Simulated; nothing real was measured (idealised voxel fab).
process module | voxel wiring stack
cross-section cut | 180 nm wide | cells 5 nm
A cross-section is a grid of square cells, given in bands from the top down. A band is one or more rows of cells.
Each band's line starts with the height of the band's top and of its bottom, in nm. Then come its materials from left to right, each with its width in nm. One material with "throughout" fills the band from edge to edge. "air" is empty space.
Height 0 is the level under which the wafer as received is all one material. The lowest band goes on downwards, as in "0 down".
A width such as "30 to 40" changes by the same amount from each row of cells to the next, from the band's top row to its bottom row.
"no change" after a step means that no cell of the cross-section changed.
closed voids: empty space of 8 cells or more with no open way to the top, each as width x height at its distance from the left edge, in nm
after a step's settings: what the simulator itself notes on the step
overlay nm, on a step with a mask: how far to the right of its planned place the mask lay; to the left if negative
plan
1 op RECEIVE | material Si
2 op CONFORMAL_DEP | material SiO2 | thk nm 10
3 op CONFORMAL_DEP | material SiN | thk nm 5
4 op DIRECTIONAL_DEP | material SiO2 | thk nm 25
5 op MASKED_ETCH | tone open | mask id METAL_1 | width nm 30 | pitch nm 55 | etch materials SiO2 | depth nm 25 | overlay nm 0
6 op MASKED_ETCH | tone open | mask id METAL_1 | width nm 30 | pitch nm 55 | etch materials SiN | depth nm 5 | overlay nm 0
7 op CONFORMAL_DEP | material TiN | thk nm 5
8 op FILL_DEP | material Cu | thk nm 5
9 op CMP | height nm 40
10 op CONFORMAL_DEP | material SiCN | thk nm 5
11 op DIRECTIONAL_DEP | material lowk | thk nm 15
12 op DIRECTIONAL_DEP | material aC | thk nm 15
13 op PATTERN | tone open | mask id PLUG_1 | material resist | width nm 15 | thk nm 35 | overlay nm 0
14 op DIRECTIONAL_ETCH | etch materials aC | depth nm 15
15 op STRIP | etch materials resist
16 op DIRECTIONAL_ETCH | etch materials lowk | depth nm 15
17 op DIRECTIONAL_ETCH | etch materials SiCN | depth nm 5
18 op STRIP | etch materials aC
19 op EPI | material Ru | thk nm 10
20 op EPI | material Ru | thk nm 10
21 op CONFORMAL_DEP | material SiCN | thk nm 5
22 op DIRECTIONAL_DEP | material SiO2 | thk nm 15
23 op DIRECTIONAL_DEP | material aC | thk nm 15
24 op PATTERN | tone open | mask id METAL_2 | material resist | width nm 30 | pitch nm 55 | thk nm 35 | overlay nm 0
25 op DIRECTIONAL_ETCH | etch materials aC | depth nm 15
26 op STRIP | etch materials resist
27 op DIRECTIONAL_ETCH | etch materials SiO2 | depth nm 15
28 op DIRECTIONAL_ETCH | etch materials SiCN | depth nm 5
29 op STRIP | etch materials aC
30 op CONFORMAL_DEP | material TiN | thk nm 5
31 op FILL_DEP | material W | thk nm 10
32 op CMP | height nm 80
33 op CONFORMAL_DEP | material SiCN | thk nm 5
34 op DIRECTIONAL_DEP | material SiO2 | thk nm 15
35 op DIRECTIONAL_DEP | material aC | thk nm 15
36 op PATTERN | tone open | mask id PLUG_2 | material resist | width nm 15 | pitch nm 55 | thk nm 30 | overlay nm 0
37 op DIRECTIONAL_ETCH | etch materials aC | depth nm 15
38 op STRIP | etch materials resist
39 op DIRECTIONAL_ETCH | etch materials SiO2 | depth nm 15
40 op DIRECTIONAL_ETCH | etch materials SiCN | depth nm 5
41 op STRIP | etch materials aC
42 op CONFORMAL_DEP | material TiN | thk nm 5
43 op FILL_DEP | material Ru | thk nm 5
44 op CMP | height nm 100
45 op DIRECTIONAL_DEP | material TiN | thk nm 5
46 op DIRECTIONAL_DEP | material Ru | thk nm 25
47 op MASKED_ETCH | tone cover | mask id METAL_3 | width nm 30 | pitch nm 55 | etch materials Ru | depth nm 25 | overlay nm 0
48 op MASKED_ETCH | tone cover | mask id METAL_3 | width nm 30 | pitch nm 55 | etch materials TiN | depth nm 5 | overlay nm 0
49 op CONFORMAL_DEP | material SiCN | thk nm 5
50 op FILL_DEP | material SiO2 | thk nm 5
51 op CMP | height nm 130
52 op CONFORMAL_DEP | material SiCN | thk nm 5
53 op DIRECTIONAL_DEP | material lowk | thk nm 25
54 op PATTERN | tone open | mask id METAL_4_HOLES | material resist | width nm 15 | pitch nm 55 | thk nm 15 | overlay nm 0
55 op DIRECTIONAL_ETCH | etch materials lowk | depth nm 25
56 op STRIP | etch materials resist
57 op MASKED_ETCH | tone open | mask id METAL_4 | width nm 30 | pitch nm 55 | etch materials lowk | depth nm 15 | overlay nm 0
58 op MASKED_ETCH | tone open | mask id METAL_4 | width nm 30 | pitch nm 55 | etch materials SiCN | depth nm 5 | overlay nm 0
59 op CONFORMAL_DEP | material TiN | thk nm 5
60 op FILL_DEP | material Cu | thk nm 10
61 op CMP | height nm 160
62 op CONFORMAL_DEP | material SiCN | thk nm 5
varied across the wafers: thk nm of step 10. The plan shows the first wafer's value. All wafers start alike
first wafer as received, after step 1
  0 down: Si throughout
  closed voids: none
first wafer at the end, after step 62
  165 to 160: SiCN throughout
  160 to 150: lowk 45 | TiN 5 | Cu 20 | TiN 5 | lowk 25 | TiN 5 | Cu 20 | TiN 5 | lowk 50
  150 to 145: lowk 45 | TiN 5 | Cu 5 | TiN 20 | lowk 25 | TiN 5 | Cu 5 | TiN 20 | lowk 50
  145 to 135: lowk 45 | TiN 5 | Cu 5 | TiN 5 | lowk 40 | TiN 5 | Cu 5 | TiN 5 | lowk 65
  135 to 130: SiCN 45 | TiN 15 | SiCN 40 | TiN 15 | SiCN 65
  130 to 105: SiO2 40 | SiCN 5 | Ru 30 | SiCN 5 | SiO2 15 | SiCN 5 | Ru 30 | SiCN 5 | SiO2 45
  105 to 100: SiCN 45 | TiN 30 | SiCN 25 | TiN 30 | SiCN 50
  100 to 85: SiO2 45 | TiN 5 | Ru 5 | TiN 5 | SiO2 40 | TiN 5 | Ru 5 | TiN 5 | SiO2 65
  85 to 80: SiCN 45 | TiN 15 | SiCN 40 | TiN 15 | SiCN 65
  80 to 65: SiO2 45 | TiN 5 | W 20 | TiN 5 | SiO2 25 | TiN 5 | W 20 | TiN 5 | SiO2 50
  65 to 60: SiCN 45 | TiN 30 | SiCN 25 | TiN 30 | SiCN 50
  60 to 45: lowk 45 | Ru 15 | lowk 120
  45 to 40: SiCN 45 | Ru 15 | SiCN 120
  40 to 15: SiO2 45 | TiN 5 | Cu 20 | TiN 5 | SiO2 25 | TiN 5 | Cu 20 | TiN 5 | SiO2 50
  15 to 10: SiN 45 | TiN 30 | SiN 25 | TiN 30 | SiN 50
  10 to 0: SiO2 throughout
  0 down: Si throughout
  closed voids: none
last wafer at the end
  165 to 160: SiCN throughout
  160 to 150: lowk 45 | TiN 5 | Cu 20 | TiN 5 | lowk 25 | TiN 5 | Cu 20 | TiN 5 | lowk 50
  150 to 145: lowk 45 | TiN 5 | Cu 5 | TiN 20 | lowk 25 | TiN 5 | Cu 5 | TiN 20 | lowk 50
  145 to 135: lowk 45 | TiN 5 | Cu 5 | TiN 5 | lowk 40 | TiN 5 | Cu 5 | TiN 5 | lowk 65
  135 to 130: SiCN 45 | TiN 15 | SiCN 40 | TiN 15 | SiCN 65
  130 to 105: SiO2 40 | SiCN 5 | Ru 30 | SiCN 5 | SiO2 15 | SiCN 5 | Ru 30 | SiCN 5 | SiO2 45
  105 to 100: SiCN 45 | TiN 30 | SiCN 25 | TiN 30 | SiCN 50
  100 to 85: SiO2 45 | TiN 5 | Ru 5 | TiN 5 | SiO2 40 | TiN 5 | Ru 5 | TiN 5 | SiO2 65
  85 to 75: SiCN 45 | TiN 15 to 30 | SiCN 40 to 25 | TiN 15 to 30 | SiCN 65 to 50
  75 to 60: lowk 45 | SiCN 5 | TiN 5 | SiCN 5 | lowk 120
  60 to 55: SiCN 50 | TiN 5 | SiCN 125
  55 to 40: SiCN throughout
  40 to 15: SiO2 45 | TiN 5 | Cu 20 | TiN 5 | SiO2 25 | TiN 5 | Cu 20 | TiN 5 | SiO2 50
  15 to 10: SiN 45 | TiN 30 | SiN 25 | TiN 30 | SiN 50
  10 to 0: SiO2 throughout
  0 down: Si throughout
  closed voids: none
each wafer at the end: cells of each material gained (+) or lost (-) since it was received, then its closed voids
thk nm 5 | +62 Cu | +78 Ru | +197 SiCN | +24 SiN | +454 SiO2 | +118 TiN | +24 W | +231 lowk | closed voids: none
thk nm 10 | +62 Cu | +66 Ru | +241 SiCN | +24 SiN | +430 SiO2 | +118 TiN | +16 W | +231 lowk | closed voids: none
thk nm 15 | +62 Cu | +66 Ru | +277 SiCN | +24 SiN | +406 SiO2 | +114 TiN | +8 W | +231 lowk | closed voids: none
thk nm 20 | +62 Cu | +66 Ru | +313 SiCN | +24 SiN | +382 SiO2 | +110 TiN | +231 lowk | closed voids: none
